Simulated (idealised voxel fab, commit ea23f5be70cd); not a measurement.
process module | voxel released beams
cross-section cut | 200 nm wide | cells 5 nm
A cross-section is a grid of square cells, given in bands from the top down. A band is one or more rows of cells.
Each band's line starts with the height of the band's top and of its bottom, in nm. Then come its materials from left to right, each with its width in nm. One material with "throughout" fills the band from edge to edge. "air" is empty space.
Height 0 is the level under which the wafer as received is all one material. The lowest band goes on downwards, as in "0 down".
A width such as "30 to 40" changes by the same amount from each row of cells to the next, from the band's top row to its bottom row.
"no change" after a step means that no cell of the cross-section changed.
closed voids: empty space of 8 cells or more with no open way to the top, each as width x height at its distance from the left edge, in nm
after a step's settings: what the simulator itself notes on the step
overlay nm, on a step with a mask: how far to the right of its planned place the mask lay; to the left if negative
plan
1 op RECEIVE | material Si
2 op CONFORMAL_DEP | material SiN | thk nm 10
3 op DIRECTIONAL_DEP | material SiO2 | thk nm 20
4 op MASKED_ETCH | tone open | mask id ANCHOR | width nm 30 | etch materials SiO2 | depth nm 20 | overlay nm 0
5 op CONFORMAL_DEP | material TiN | thk nm 10
6 op DIRECTIONAL_DEP | material aC | thk nm 15
7 op PATTERN | tone cover | mask id BEAM | material resist | width nm 100 | thk nm 30 | overlay nm 0
8 op DIRECTIONAL_ETCH | etch materials aC | depth nm 15
9 op STRIP | etch materials resist
10 op DIRECTIONAL_ETCH | etch materials TiN | depth nm 10
11 op STRIP | etch materials aC
12 op STRIP | etch materials SiO2
first wafer, as planned
as received, after step 1
  0 down: Si throughout
  closed voids: none
after step 2
  10 to 0: SiN throughout
  below 0: unchanged
after step 3
  30 to 10: SiO2 throughout
  below 10: unchanged
after step 4
  30 to 10: SiO2 50 | air 30 | SiO2 120
  below 10: unchanged
after step 5
  40 to 30: TiN 60 | air 10 | TiN 130
  30 to 20: SiO2 50 | TiN 10 | air 10 | TiN 10 | SiO2 120
  20 to 10: SiO2 50 | TiN 30 | SiO2 120
  below 10: unchanged
after step 6
  55 to 40: aC 60 | air 10 | aC 130
  40 to 35: TiN 60 | air 10 | TiN 130
  35 to 30: TiN 60 | aC 10 | TiN 130
  30 to 20: SiO2 50 | TiN 10 | aC 10 | TiN 10 | SiO2 120
  below 20: unchanged
after step 7
  85 to 55: air 45 | resist 100 | air 55
  55 to 40: aC 60 | resist 10 | aC 130
  40 to 35: TiN 60 | resist 10 | TiN 130
  below 35: unchanged
after step 8
  70 to 55: air 45 | resist 100 | air 55
  55 to 40: air 45 | aC 15 | resist 10 | aC 75 | air 55
  below 40: unchanged
after step 9
  55 to 40: air 45 | aC 15 | air 10 | aC 75 | air 55
  40 to 35: TiN 60 | air 10 | TiN 130
  below 35: unchanged
after step 10
  55 to 40: air 45 | aC 15 | air 10 | aC 75 | air 55
  40 to 35: air 45 | TiN 15 | air 10 | TiN 75 | air 55
  35 to 30: air 45 | TiN 15 | aC 10 | TiN 75 | air 55
  below 30: unchanged
after step 11
  40 to 30: air 45 | TiN 15 | air 10 | TiN 75 | air 55
  30 to 20: SiO2 50 | TiN 10 | air 10 | TiN 10 | SiO2 120
  below 20: unchanged
after step 12
  40 to 30: air 45 | TiN 15 | air 10 | TiN 75 | air 55
  30 to 20: air 50 | TiN 10 | air 10 | TiN 10 | air 120
  20 to 10: air 50 | TiN 30 | air 120
  below 10: unchanged
second wafer: like start, like plan, one mistake. Through step 1 it matches the first wafer
when step 2 should have ended
  10 to 0: SiO2 throughout
  below 0: unchanged
when step 3 should have ended
  30 to 0: SiO2 throughout
  below 0: unchanged
when step 4 should have ended
  30 to 10: SiO2 50 | air 30 | SiO2 120
  below 10: unchanged
when step 5 should have ended
  40 to 30: TiN 60 | air 10 | TiN 130
  30 to 20: SiO2 50 | TiN 10 | air 10 | TiN 10 | SiO2 120
  20 to 10: SiO2 50 | TiN 30 | SiO2 120
  below 10: unchanged
when step 6 should have ended
  55 to 40: aC 60 | air 10 | aC 130
  40 to 35: TiN 60 | air 10 | TiN 130
  35 to 30: TiN 60 | aC 10 | TiN 130
  30 to 20: SiO2 50 | TiN 10 | aC 10 | TiN 10 | SiO2 120
  below 20: unchanged
when step 7 should have ended
  85 to 55: air 45 | resist 100 | air 55
  55 to 40: aC 60 | resist 10 | aC 130
  40 to 35: TiN 60 | resist 10 | TiN 130
  below 35: unchanged
when step 8 should have ended
  70 to 55: air 45 | resist 100 | air 55
  55 to 40: air 45 | aC 15 | resist 10 | aC 75 | air 55
  below 40: unchanged
when step 9 should have ended
  55 to 40: air 45 | aC 15 | air 10 | aC 75 | air 55
  40 to 35: TiN 60 | air 10 | TiN 130
  below 35: unchanged
when step 10 should have ended
  55 to 40: air 45 | aC 15 | air 10 | aC 75 | air 55
  40 to 35: air 45 | TiN 15 | air 10 | TiN 75 | air 55
  35 to 30: air 45 | TiN 15 | aC 10 | TiN 75 | air 55
  below 30: unchanged
when step 11 should have ended
  40 to 30: air 45 | TiN 15 | air 10 | TiN 75 | air 55
  30 to 20: SiO2 50 | TiN 10 | air 10 | TiN 10 | SiO2 120
  below 20: unchanged
when step 12 should have ended
  0 down: Si throughout
what went wrong: step 2 ran as: op CONFORMAL_DEP | material SiO2 | thk nm 10
at the end the second wafer has, in cells: 80 fewer of SiN | 56 fewer of TiN
